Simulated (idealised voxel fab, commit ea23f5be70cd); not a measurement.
Process module under the name voxel fin reveal
The figure presents cross-section cut, which has a width of 275 nm and is divided into square cells with an edge length of 5 nm.
Heads up, the way a cross-section reads in here is a grid of square cells, handed over as bands from the top down, with every band being one or more rows of cells.
In this notation a band is specified by the heights of its top and bottom, in that order and in nm, after which its materials appear from left to right, each paired with its width in nm. The word "full width" attached to a single material means that material fills the band from edge to edge; the word "empty" stands for empty space.
It should be noted that heights are counted from 0, beneath which the wafer as supplied is of one material throughout, and that the lowest band possesses no lower boundary but continues downward, as written in "0..down".
The two numbers in a width such as "30..40" mark its ends across the band: the first belongs to the top row of cells, the second to the bottom row, and from each row to the next the width moves by the same amount.
The designation "everything unchanged", where it is given for a processing step, indicates that no cell of the cross-section was altered in the course of that step.
Enclosed voids (no open way to top), threshold 8 cells or more, entry "Enclosed void listing", notation width x height at distance, distance from left edge, nm.
That trailing text on a step's line, after the settings, is the simulator's own remark on the step.
"overlay nm" answers the question of how far to the right of plan the mask lay on a step that has a mask, and when it is negative the answer is to the left.
## This section lists the process steps that were planned
| 1 | RECEIVE (material Si) |
| 2 | CONFORMAL_DEP (material SiN; thk nm 10) |
| 3 | MASKED_ETCH (tone cover; mask id FINS; width nm 15; pitch nm 40; etch materials SiN; depth nm 10; overlay nm 0) |
| 4 | MASKED_ETCH (tone cover; mask id FINS; width nm 15; pitch nm 40; etch materials Si; depth nm 30; overlay nm 0) |
| 5 | FILL_DEP (material SiO2; thk nm 15) |
| 6 | CMP (height nm 10) |
| 7 | SELECTIVE_ETCH (etch materials SiO2; depth nm 10) |
| 8 | STRIP (etch materials SiN) |
For clarity, it should be stated that the wafers under discussion commence in an identical condition and differ with respect to the depth nm of step 7, the plan indicating the value that the first wafer had.
## Cross-section of the first of several wafers on receipt, reflecting completion of step 1
* 0..down = Si full width
* Enclosed void listing: none
## first wafer at the end, after step 8
* 0..-30 = SiO2 (70), then Si (15), then SiO2 (25), then Si (15), then SiO2 (25), then Si (15), then SiO2 (25), then Si (15), then SiO2 (70)
* -30..down = Si full width
* Enclosed void listing: none
## Cross-sectional view, end of module, last wafer of several
* 0..-25 = empty (70), then Si (15), then empty (25), then Si (15), then empty (25), then Si (15), then empty (25), then Si (15), then empty (70)
* -25..-30 = SiO2 (70), then Si (15), then SiO2 (25), then Si (15), then SiO2 (25), then Si (15), then SiO2 (25), then Si (15), then SiO2 (70)
* -30..down = Si full width
* Enclosed void listing: none
## The rows of the table below are wafers. Looking at the end of the module, a row counts, for every material, the cells the wafer has gained, shown as (+), or lost, shown as (-), since it was received; its closed voids come next
depth nm 10, -258 Si, +258 SiO2, Enclosed void listing: none
depth nm 15, -258 Si, +215 SiO2, Enclosed void listing: none
depth nm 20, -258 Si, +172 SiO2, Enclosed void listing: none
depth nm 25, -258 Si, +129 SiO2, Enclosed void listing: none
depth nm 30, -258 Si, +86 SiO2, Enclosed void listing: none
depth nm 35, -258 Si, +43 SiO2, Enclosed void listing: none
